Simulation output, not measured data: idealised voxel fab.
Module name: voxel gate over fins (process module)
Square cells of 5 nm make up the cross-section cut, whose width is 250 nm.
The cross-sections in this document take the form of a grid made of square cells. They are written out as bands, in order from top to bottom. Each band consists of one or more rows of cells. The band entry comprises the height of the band's top followed by the height of its bottom, expressed in nm, and subsequently the band's materials from left to right, each stated together with its width in nm. Where a single material is marked with the word "throughout", that material fills the band from edge to edge. The word "empty" represents empty space. The reference from which all heights are counted is 0, the level beneath which the as-received wafer is entirely one material; the lowest band, having no lower bound, proceeds downward and is written after the example "from 0 down". Width "30..40": first value at the band's top row of cells, second value at its bottom row, equal change from row to row. Given "changes: none" for a step, no cell of the cross-section differs between before and after that step. Listed in "Tabulated closed voids": every empty space of 8 or more cells without an open way to the top. Form: width x height at distance, the distance being from the left edge, all in nm. Where a step's line continues beyond its settings, the continuation is a remark by the simulator itself on that step. If you see "overlay nm" on a step's line and that step has a mask, it's telling you how far right of where it was planned the mask ended up; a negative number means it went left instead.
Steps in the process plan
1) RECEIVE | material Si
2) CONFORMAL_DEP | material SiN | thk nm 5
3) MASKED_ETCH | tone cover | mask id FINS | width nm 15 | pitch nm 35 | etch materials SiN | depth nm 5 | overlay nm 0
4) MASKED_ETCH | tone cover | mask id FINS | width nm 15 | pitch nm 35 | etch materials Si | depth nm 35 | overlay nm 0
5) OXIDIZE | depth nm 5
6) FILL_DEP | material SiO2 | thk nm 10
7) CMP | height nm 5
8) SELECTIVE_ETCH | etch materials SiO2 | depth nm 15
9) STRIP | etch materials SiN
10) CONFORMAL_DEP | material HfO2 | thk nm 5
11) CONFORMAL_DEP | material TiN | thk nm 5
12) CONFORMAL_DEP | material TiAl | thk nm 5
13) CONFORMAL_DEP | material TiN | thk nm 5
14) FILL_DEP | material W | thk nm 10
15) CMP | height nm 25
16) CONFORMAL_DEP | material SiN | thk nm 10
For clarity, it should be stated that the wafers under discussion commence in an identical condition and differ with respect to the thk nm of step 2, the plan indicating the value that the first wafer had.
As-received cross-section, first of several wafers, post step 1
  from 0 down: Si throughout
  Tabulated closed voids: none
Depicted here is the first of several wafers in cross-section, at module completion following the last step, step 16
  from 35 to 25: SiN throughout
  from 25 to 20: W throughout
  from 20 to 15: W 85 nm; TiN 80 nm; W 85 nm
  from 15 to 10: W 85 nm; TiN 5 nm; TiAl 70 nm; TiN 5 nm; W 85 nm
  from 10 to 5: TiN 90 nm; TiAl 5 nm; TiN 25 nm; TiAl 10 nm; TiN 25 nm; TiAl 5 nm; TiN 90 nm
  from 5 to 0: TiAl 95 nm; TiN 5 nm; HfO2 15 nm; TiN 5 nm; TiAl 10 nm; TiN 5 nm; HfO2 15 nm; TiN 5 nm; TiAl 95 nm
  from 0 to -5: TiN 100 nm; HfO2 5 nm; Si 5 nm; HfO2 5 nm; TiN 20 nm; HfO2 5 nm; Si 5 nm; HfO2 5 nm; TiN 100 nm
  from -5 to -10: HfO2 105 nm; Si 5 nm; HfO2 30 nm; Si 5 nm; HfO2 105 nm
  from -10 to -40: SiO2 105 nm; Si 5 nm; SiO2 30 nm; Si 5 nm; SiO2 105 nm
  from -40 down: Si throughout
  Tabulated closed voids: none
The last wafer as seen in cross-section at the end of the module
  from 35 to 25: SiN throughout
  from 25 to 20: W throughout
  from 20 to 15: TiN throughout
  from 15 to 10: TiAl throughout
  from 10 to 5: TiN throughout
  from 5 to 0: HfO2 throughout
  from 0 down: Si throughout
  Tabulated closed voids: none
Tabulated below, wafer by wafer, are the end-of-module results: for each material, the number of cells gained (+) or lost (-) relative to the as-received state, followed by the closed voids
thk nm 5 | +58 HfO2 | -384 Si | +100 SiN | +288 SiO2 | +58 TiAl | +112 TiN | +118 W | Tabulated closed voids: none
thk nm 10 | +50 HfO2 | +100 SiN | +50 TiAl | +100 TiN | +50 W | Tabulated closed voids: none
thk nm 15 | +50 HfO2 | +100 SiN | +50 TiAl | +100 TiN | +50 W | Tabulated closed voids: none
thk nm 20 | +50 HfO2 | +100 SiN | +50 TiAl | +100 TiN | +50 W | Tabulated closed voids: none
